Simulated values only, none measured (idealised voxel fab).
Process module under the name voxel trench capacitor
Square cells of 5 nm make up the cross-section cut, whose width is 235 nm.
For the purposes of this document, a cross-section shall be understood as a grid of square cells, specified as bands listed in top-to-bottom order, each band consisting of one or more rows of cells. Heads up on the band format: heights come first, top then bottom, in nm. After that it's the materials left to right, each with its width in nm. A single material flagged "edge to edge" fills the whole band edge to edge, and "empty" means there's empty space there. Heads up on the height convention: 0 is the point under which the incoming wafer is all one material, and the lowest band has no bottom, it just keeps going down, like "from 0 down". Quick explanation for "30->40": the width changes in equal steps down the rows of cells, from the first number in the band's top row to the second number in its bottom row. Step note "changes: none" = no cross-section cell changed. "Closed-off voids" contains a list of empty spaces, each no smaller than 8 cells and without an open way to the top, written in the form width x height at distance with the distance from the left edge and all three in nm. Note: text after step settings on the step line = simulator remark on that step. "overlay nm", when on a step's line for a step with a mask, measures how far to the right of its planned place the mask lay; a negative measure means to the left.

## The process steps that were planned are listed below
1 RECEIVE, material Si
2 CONFORMAL_DEP, material SiN, thk nm 5
3 MASKED_ETCH, tone open, mask id TRENCH, width nm 25, pitch nm 40, etch materials SiN, depth nm 5, overlay nm 0
4 MASKED_ETCH, tone open, mask id TRENCH, width nm 25, pitch nm 40, etch materials Si, depth nm 25, overlay nm 0
5 CONFORMAL_DEP, material HfO2, thk nm 5
6 CONFORMAL_DEP, material TiN, thk nm 5
7 FILL_DEP, material W, thk nm 10
8 CMP, height nm 5
The value of depth nm given for step 4 in the plan refers to the first wafer; the wafers vary in this setting and are alike at the start.

## Cross-section, first of several wafers, as delivered after step 1
	from 0 down: Si edge to edge
	Closed-off voids: none

## End of the module, past its last step, step 8: how the first of several wafers looks in cross-section
	from 5 to 0: 65 of SiN; 5 of HfO2; 5 of TiN; 5 of W; 5 of TiN; 5 of HfO2; 15 of SiN; 5 of HfO2; 5 of TiN; 5 of W; 5 of TiN; 5 of HfO2; 15 of SiN; 5 of HfO2; 5 of TiN; 5 of W; 5 of TiN; 5 of HfO2; 65 of SiN
	from 0 to -15: 65 of Si; 5 of HfO2; 5 of TiN; 5 of W; 5 of TiN; 5 of HfO2; 15 of Si; 5 of HfO2; 5 of TiN; 5 of W; 5 of TiN; 5 of HfO2; 15 of Si; 5 of HfO2; 5 of TiN; 5 of W; 5 of TiN; 5 of HfO2; 65 of Si
	from -15 to -20: 65 of Si; 5 of HfO2; 15 of TiN; 5 of HfO2; 15 of Si; 5 of HfO2; 15 of TiN; 5 of HfO2; 15 of Si; 5 of HfO2; 15 of TiN; 5 of HfO2; 65 of Si
	from -20 to -25: 65 of Si; 25 of HfO2; 15 of Si; 25 of HfO2; 15 of Si; 25 of HfO2; 65 of Si
	from -25 down: Si edge to edge
	Closed-off voids: none

## last wafer at the end
	from 5 to 0: 65 of SiN; 5 of HfO2; 5 of TiN; 5 of W; 5 of TiN; 5 of HfO2; 15 of SiN; 5 of HfO2; 5 of TiN; 5 of W; 5 of TiN; 5 of HfO2; 15 of SiN; 5 of HfO2; 5 of TiN; 5 of W; 5 of TiN; 5 of HfO2; 65 of SiN
	from 0 to -40: 65 of Si; 5 of HfO2; 5 of TiN; 5 of W; 5 of TiN; 5 of HfO2; 15 of Si; 5 of HfO2; 5 of TiN; 5 of W; 5 of TiN; 5 of HfO2; 15 of Si; 5 of HfO2; 5 of TiN; 5 of W; 5 of TiN; 5 of HfO2; 65 of Si
	from -40 to -45: 65 of Si; 5 of HfO2; 15 of TiN; 5 of HfO2; 15 of Si; 5 of HfO2; 15 of TiN; 5 of HfO2; 15 of Si; 5 of HfO2; 15 of TiN; 5 of HfO2; 65 of Si
	from -45 to -50: 65 of Si; 25 of HfO2; 15 of Si; 25 of HfO2; 15 of Si; 25 of HfO2; 65 of Si
	from -50 down: Si edge to edge
	Closed-off voids: none

## Every row in this table is a wafer at the end of the module, and it gives, for each of the materials, the cells that wafer has gained (+) or lost (-) since it was received, then its closed voids
depth nm 25; +45 HfO2; -75 Si; +32 SiN; +33 TiN; +12 W; Closed-off voids: none
depth nm 30; +51 HfO2; -90 Si; +32 SiN; +39 TiN; +15 W; Closed-off voids: none
depth nm 35; +57 HfO2; -105 Si; +32 SiN; +45 TiN; +18 W; Closed-off voids: none
depth nm 40; +63 HfO2; -120 Si; +32 SiN; +51 TiN; +21 W; Closed-off voids: none
depth nm 45; +69 HfO2; -135 Si; +32 SiN; +57 TiN; +24 W; Closed-off voids: none
depth nm 50; +75 HfO2; -150 Si; +32 SiN; +63 TiN; +27 W; Closed-off voids: none
